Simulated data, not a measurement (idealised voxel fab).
The process module presented herein is designated voxel transistor to metal.
The width of the displayed cross-section, cut, is 215 nm; its cells are square, with a size of 5 nm.
Cross-section = grid of square cells, listed top down in bands; band = one or more rows.
Band: top and bottom heights (nm) first, top before bottom; then materials from left to right, widths in nm. "throughout" marks a sole material filling the band edge to edge. "blank" denotes empty space.
Counting heights begins at 0, where everything beneath is, in the wafer as received, one material. The lowest band has no bottom; it goes on downwards, as "from 0 down" shows.
The expression "30..40" gives the width at the extremes of the band, the first number at its top row of cells and the second at its bottom row, with the width changing by equal amounts from each row to the next in between.
"no alterations made" -> step changed no cross-section cell.
If an empty space has no open way to the top and is at least 8 cells in size, "Enclosed void entries" lists it, written width x height at distance, where distance is measured from the left edge and every value is in nm.
Note: text after step settings on the step line = simulator remark on that step.
Among the settings permitted on a step's line is "overlay nm"; applied to a step with a mask, it specifies the extent to which the mask lay to the right of its planned position, whereas a negative figure signifies a position to the left.

[The steps planned for the process are as follows]
1: RECEIVE [material Si]
2: OXIDIZE [depth nm 5]
3: CONFORMAL_DEP [material SiN] [thk nm 15]
4: MASKED_ETCH [tone cover] [mask id ACTIVE] [width nm 95] [etch materials SiN] [depth nm 15] [overlay nm 0]
5: MASKED_ETCH [tone cover] [mask id ACTIVE] [width nm 95] [etch materials SiO2] [depth nm 5] [overlay nm 0]
6: MASKED_ETCH [tone cover] [mask id ACTIVE] [width nm 95] [etch materials Si] [depth nm 35] [overlay nm 0]
7: OXIDIZE [depth nm 5]
8: FILL_DEP [material SiO2] [thk nm 10]
9: CMP [height nm 15]
10: SELECTIVE_ETCH [etch materials SiO2] [depth nm 5]
11: STRIP [etch materials SiN]
12: SELECTIVE_ETCH [etch materials SiO2] [depth nm 5]
13: OXIDIZE [depth nm 5]
14: DIRECTIONAL_DEP [material polySi] [thk nm 30]
15: DIRECTIONAL_DEP [material SiCN] [thk nm 15]
16: MASKED_ETCH [tone cover] [mask id GATE] [width nm 15] [etch materials SiCN] [depth nm 25] [overlay nm 0]
17: MASKED_ETCH [tone cover] [mask id GATE] [width nm 15] [etch materials polySi] [depth nm 40] [overlay nm 0]
18: CONFORMAL_DEP [material SiO2] [thk nm 5]
19: DIRECTIONAL_ETCH [etch materials SiO2] [depth nm 5]
20: CONFORMAL_DEP [material SiN] [thk nm 5]
21: DIRECTIONAL_ETCH [etch materials SiN] [depth nm 5]
22: DIRECTIONAL_ETCH [etch materials SiO2] [depth nm 5]
23: DIRECTIONAL_ETCH [etch materials Si] [depth nm 15]
24: EPI [material SiGe] [thk nm 20]
25: FILL_DEP [material SiO2] [thk nm 10]
26: CMP [height nm 40]
27: DIRECTIONAL_DEP [material SiO2] [thk nm 15]
28: MASKED_ETCH [tone open] [mask id CONTACT] [width nm 25] [pitch nm 50] [etch materials SiO2] [depth nm 45] [overlay nm 0]
29: CONFORMAL_DEP [material TiN] [thk nm 5]
30: FILL_DEP [material Ru] [thk nm 10]
31: CMP [height nm 55]
32: CONFORMAL_DEP [material SiN] [thk nm 5]
33: DIRECTIONAL_DEP [material lowk] [thk nm 15]
34: PATTERN [tone open] [mask id METAL_1] [material resist] [width nm 15] [pitch nm 60] [thk nm 20] [overlay nm 0]
35: DIRECTIONAL_ETCH [etch materials lowk] [depth nm 15]
36: DIRECTIONAL_ETCH [etch materials SiN] [depth nm 5]
37: STRIP [etch materials resist]
38: CONFORMAL_DEP [material TiN] [thk nm 5]
39: FILL_DEP [material W] [thk nm 5]
40: CMP [height nm 75]
41: EPI [material Ru] [thk nm 5]
42: FILL_DEP [material SiCN] [thk nm 5]

[as received, after step 1]
    from 0 down = Si throughout
    Enclosed void entries: none

[Run as planned - first of the two wafers cross-sectioned at the end of the module]
    from 85 to 80 = SiCN throughout
    from 80 to 75 = 65 SiCN | 25 Ru | 35 SiCN | 25 Ru | 65 SiCN
    from 75 to 60 = 70 lowk | 5 TiN | 5 W | 5 TiN | 45 lowk | 5 TiN | 5 W | 5 TiN | 70 lowk
    from 60 to 55 = 70 SiN | 15 TiN | 45 SiN | 15 TiN | 70 SiN
    from 55 to 45 = 70 SiO2 | 5 TiN | 15 Ru | 5 TiN | 25 SiO2 | 5 TiN | 15 Ru | 5 TiN | 70 SiO2
    from 45 to 40 = 70 SiO2 | 5 TiN | 10 Ru | 10 TiN | 25 SiO2 | 10 TiN | 10 Ru | 5 TiN | 70 SiO2
    from 40 to 25 = 70 SiO2 | 5 TiN | 10 Ru | 5 TiN | 5 SiN | 5 SiO2 | 15 SiCN | 5 SiO2 | 5 SiN | 5 TiN | 10 Ru | 5 TiN | 70 SiO2
    from 25 to 15 = 70 SiO2 | 5 TiN | 10 Ru | 5 TiN | 5 SiN | 5 SiO2 | 15 polySi | 5 SiO2 | 5 SiN | 5 TiN | 10 Ru | 5 TiN | 70 SiO2
    from 15 to 10 = 70 SiO2 | 20 TiN | 5 SiN | 5 SiO2 | 15 polySi | 5 SiO2 | 5 SiN | 20 TiN | 70 SiO2
    from 10 to 5 = 70 SiO2 | 20 SiGe | 5 SiN | 5 SiO2 | 15 polySi | 5 SiO2 | 5 SiN | 20 SiGe | 70 SiO2
    from 5 to -5 = 60 SiO2 | 5 SiN | 5 SiO2 | 20 SiGe | 5 SiN | 5 SiO2 | 15 polySi | 5 SiO2 | 5 SiN | 20 SiGe | 5 SiO2 | 5 SiN | 60 SiO2
    from -5 to -10 = 65 SiO2 | 25 SiGe | 35 SiO2 | 25 SiGe | 65 SiO2
    from -10 to -25 = 65 SiO2 | 25 SiGe | 35 Si | 25 SiGe | 65 SiO2
    from -25 to -45 = 65 SiO2 | 85 Si | 65 SiO2
    from -45 down = Si throughout
    Enclosed void entries: none

[Cross-section of the latter of the two wafers at module completion. It had an identical start and an identical plan to the former; in running it, one mistake was made]
    from 85 to 80 = SiCN throughout
    from 80 to 75 = 65 SiCN | 25 Ru | 35 SiCN | 25 Ru | 65 SiCN
    from 75 to 60 = 70 lowk | 5 TiN | 5 W | 5 TiN | 45 lowk | 5 TiN | 5 W | 5 TiN | 70 lowk
    from 60 to 55 = 70 SiN | 15 TiN | 45 SiN | 15 TiN | 70 SiN
    from 55 to 45 = 70 SiO2 | 5 TiN | 15 Ru | 5 TiN | 25 SiO2 | 5 TiN | 15 Ru | 5 TiN | 70 SiO2
    from 45 to 40 = 70 SiO2 | 5 TiN | 10 Ru | 10 TiN | 25 SiO2 | 10 TiN | 10 Ru | 5 TiN | 70 SiO2
    from 40 to 30 = 70 SiO2 | 5 TiN | 10 Ru | 5 TiN | 5 SiN | 5 SiO2 | 15 SiCN | 5 SiO2 | 5 SiN | 5 TiN | 10 Ru | 5 TiN | 70 SiO2
    from 30 to 25 = 70 SiO2 | 20 TiN | 5 SiN | 5 SiO2 | 15 SiCN | 5 SiO2 | 5 SiN | 20 TiN | 70 SiO2
    from 25 to 10 = 90 SiO2 | 5 SiN | 5 SiO2 | 15 polySi | 5 SiO2 | 5 SiN | 90 SiO2
    from 10 to 5 = 70 SiO2 | 20 SiGe | 5 SiN | 5 SiO2 | 15 polySi | 5 SiO2 | 5 SiN | 20 SiGe | 70 SiO2
    from 5 to -5 = 60 SiO2 | 5 SiN | 5 SiO2 | 20 SiGe | 5 SiN | 5 SiO2 | 15 polySi | 5 SiO2 | 5 SiN | 20 SiGe | 5 SiO2 | 5 SiN | 60 SiO2
    from -5 to -10 = 65 SiO2 | 25 SiGe | 35 SiO2 | 25 SiGe | 65 SiO2
    from -10 to -25 = 65 SiO2 | 25 SiGe | 35 Si | 25 SiGe | 65 SiO2
    from -25 to -45 = 65 SiO2 | 85 Si | 65 SiO2
    from -45 down = Si throughout
    Enclosed void entries: none
Deviation from plan: the plan's step 27 ran twice
Cell-count delta at end, second wafer over first, by material: 12 fewer of Ru; 24 more of SiO2; 12 fewer of TiN
